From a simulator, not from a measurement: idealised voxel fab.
Presented below is a process module, voxel ribs on slabs.
cross-section cut | 155 nm wide | cells 5 nm
Just so we're on the same page, the cross-sections are grids of square cells, and they're listed out in bands top to bottom, each band one or more rows deep.
Band: top and bottom heights (nm) first, top before bottom; then materials from left to right, widths in nm. "all across" marks a sole material filling the band edge to edge. "air" denotes empty space.
Heights are measured from 0, the level below which the as-received wafer is all one material; the lowest band has no bottom and continues downward, written as in "0 and below".
Note: "30->40" means the width goes from the first number (top row of the band) to the second number (bottom row) in equal steps per row of cells.
Step note "nothing different" = no cross-section cell changed.
"Catalogued sealed voids" specifies each empty space that is not open to the top and that occupies no fewer than 8 cells, using the form width x height at distance, the distance measured from the left edge and all three quantities in nm.
On a step's line, text after the settings is the simulator commenting on that step.
When a step includes a mask, the "overlay nm" setting on its line states how far to the right of its planned place that mask lay, and negative values state how far to the left.
### Process steps (planned)
step 1: RECEIVE | material Si
step 2: DIRECTIONAL_DEP | material SiO2 | thk nm 20
step 3: DIRECTIONAL_DEP | material polySi | thk nm 25
step 4: PATTERN | tone cover | mask id RIB | material resist | width nm 25 | thk nm 15 | overlay nm 0
step 5: DIRECTIONAL_ETCH | etch materials polySi | depth nm 5
step 6: STRIP | etch materials resist
step 7: MASKED_ETCH | tone cover | mask id SLAB | width nm 85 | etch materials polySi | depth nm 20 | overlay nm 0
step 8: FILL_DEP | material SiO2 | thk nm 30
step 9: CMP | height nm 65
step 10: DIRECTIONAL_DEP | material TiN | thk nm 10
step 11: DIRECTIONAL_DEP | material aC | thk nm 10
step 12: PATTERN | tone cover | mask id HEATER | material resist | width nm 35 | thk nm 30 | overlay nm 0
step 13: DIRECTIONAL_ETCH | etch materials aC | depth nm 10
step 14: STRIP | etch materials resist
step 15: DIRECTIONAL_ETCH | etch materials TiN | depth nm 10
step 16: STRIP | etch materials aC
step 17: CONFORMAL_DEP | material SiN | thk nm 10
### Step 1 complete: cross-section of the wafer as received
0 and below = Si all across
Catalogued sealed voids: none
### The first of two wafers, cross-sectioned at the end of the module, with the run proceeding as planned
85 down to 75 = air (50) | SiN (55) | air (50)
75 down to 65 = SiN (60) | TiN (35) | SiN (60)
65 down to 45 = SiO2 all across
45 down to 40 = SiO2 (65) | polySi (25) | SiO2 (65)
40 down to 20 = SiO2 (35) | polySi (85) | SiO2 (35)
20 down to 0 = SiO2 all across
0 and below = Si all across
Catalogued sealed voids: none
### End-of-module cross-section of the second wafer: identical starting point and process plan to the first, with one processing mistake
85 down to 75 = air (50) | SiN (55) | air (50)
75 down to 65 = SiN (60) | TiN (35) | SiN (60)
65 down to 45 = SiO2 all across
45 down to 40 = SiO2 (55) | polySi (25) | SiO2 (75)
40 down to 20 = SiO2 (35) | polySi (85) | SiO2 (35)
20 down to 0 = SiO2 all across
0 and below = Si all across
Catalogued sealed voids: none
What broke from the plan during processing? note that step 4 departed from the planned setting and was carried out as PATTERN | tone cover | mask id RIB | material resist | width nm 25 | thk nm 15 | overlay nm -10
If you tally the cells, the second wafer ends up with the same amount of every material as the first; it's all just sitting in different places.
